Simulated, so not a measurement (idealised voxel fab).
Title: Process Module voxel self aligned contacts
Square cells of 5 nm make up the cross-section cut, whose width is 285 nm.
Bands, listed from the top down, are how a cross-section gets written in this document; the cross-section itself is a grid of square cells, and a band is one or more rows of them. Band: top height; bottom height; in nm. Then, left to right: material with width in nm, for each material. "everywhere": a single material spanning edge to edge. "blank": empty space. Ref level 0: as-received wafer is one material below here. Bottom band extends down with no lower bound ("from 0 down"). With a width like "30 to 40", each row of cells in the band differs from the next by the same amount, the top row carrying the first number and the bottom row the second. Where the words "identical to before" appear for a step, the cross-section shows no cell changed by that step; every cell remained as before. Closed empty spaces (no open way to the top) of 8 cells or more are what "Internal closed voids" lists, each as width x height at distance from the left edge, nm for all three. It should be noted that, on the line of a given step, the content following the step's settings is a remark produced by the simulator itself with respect to that step. overlay nm: where the mask lay relative to plan, measured to the right, on steps with a mask; negatives go left.

The process steps that were planned are listed below
1. RECEIVE | material Si
2. OXIDIZE | depth nm 5
3. DIRECTIONAL_DEP | material polySi | thk nm 20
4. DIRECTIONAL_DEP | material SiN | thk nm 20
5. MASKED_ETCH | tone cover | mask id GATE | width nm 30 | pitch nm 60 | etch materials SiN | depth nm 20 | overlay nm 0
6. MASKED_ETCH | tone cover | mask id GATE | width nm 30 | pitch nm 60 | etch materials polySi | depth nm 20 | overlay nm 0
7. CONFORMAL_DEP | material SiN | thk nm 5
8. DIRECTIONAL_ETCH | etch materials SiN | depth nm 5
9. FILL_DEP | material SiO2 | thk nm 15
10. CMP | height nm 45
11. MASKED_ETCH | tone open | mask id CONTACT | width nm 40 | etch materials SiO2 | depth nm 50 | overlay nm 0
12. CONFORMAL_DEP | material TiN | thk nm 5
13. FILL_DEP | material W | thk nm 10
14. CMP | height nm 45
15. CONFORMAL_DEP | material SiN | thk nm 5

Here's what the wafer looked like in cross-section when it arrived - that's after step 1
> from 0 down = Si everywhere
> Internal closed voids: none

First of two wafers: cross-section at end of module, run per plan
> from 50 to 45 = SiN everywhere
> from 45 to 40 = SiO2 (120)  TiN (15)  W (10)  TiN (15)  SiO2 (125)
> from 40 to 20 = SiO2 (90)  SiN (40)  TiN (5)  W (10)  TiN (5)  SiN (40)  SiO2 (95)
> from 20 to 0 = SiO2 (90)  SiN (5)  polySi (30)  SiN (5)  TiN (5)  W (10)  TiN (5)  SiN (5)  polySi (30)  SiN (5)  SiO2 (95)
> from 0 to -5 = SiO2 (130)  TiN (20)  SiO2 (135)
> from -5 down = Si everywhere
> Internal closed voids: none

Presented here is a cross-section of the second of the two wafers as it stood at the end of the module. It was started in the same manner and assigned the same plan as the first wafer; however, one mistake was made in its execution
> from 50 to 45 = SiO2 everywhere
> from 45 to 40 = SiO2 (120)  TiN (15)  W (10)  TiN (15)  SiO2 (125)
> from 40 to 20 = SiO2 (90)  SiN (40)  TiN (5)  W (10)  TiN (5)  SiN (40)  SiO2 (95)
> from 20 to 0 = SiO2 (90)  SiN (5)  polySi (30)  SiN (5)  TiN (5)  W (10)  TiN (5)  SiN (5)  polySi (30)  SiN (5)  SiO2 (95)
> from 0 to -5 = SiO2 (130)  TiN (20)  SiO2 (135)
> from -5 down = Si everywhere
> Internal closed voids: none
what went wrong: step 15 was run on a setting that differed from the plan, and what really ran there is CONFORMAL_DEP | material SiO2 | thk nm 5
Final comparison by cell count, materials where the second wafer has more or fewer than the first: SiN: 57 fewer; SiO2: 57 more
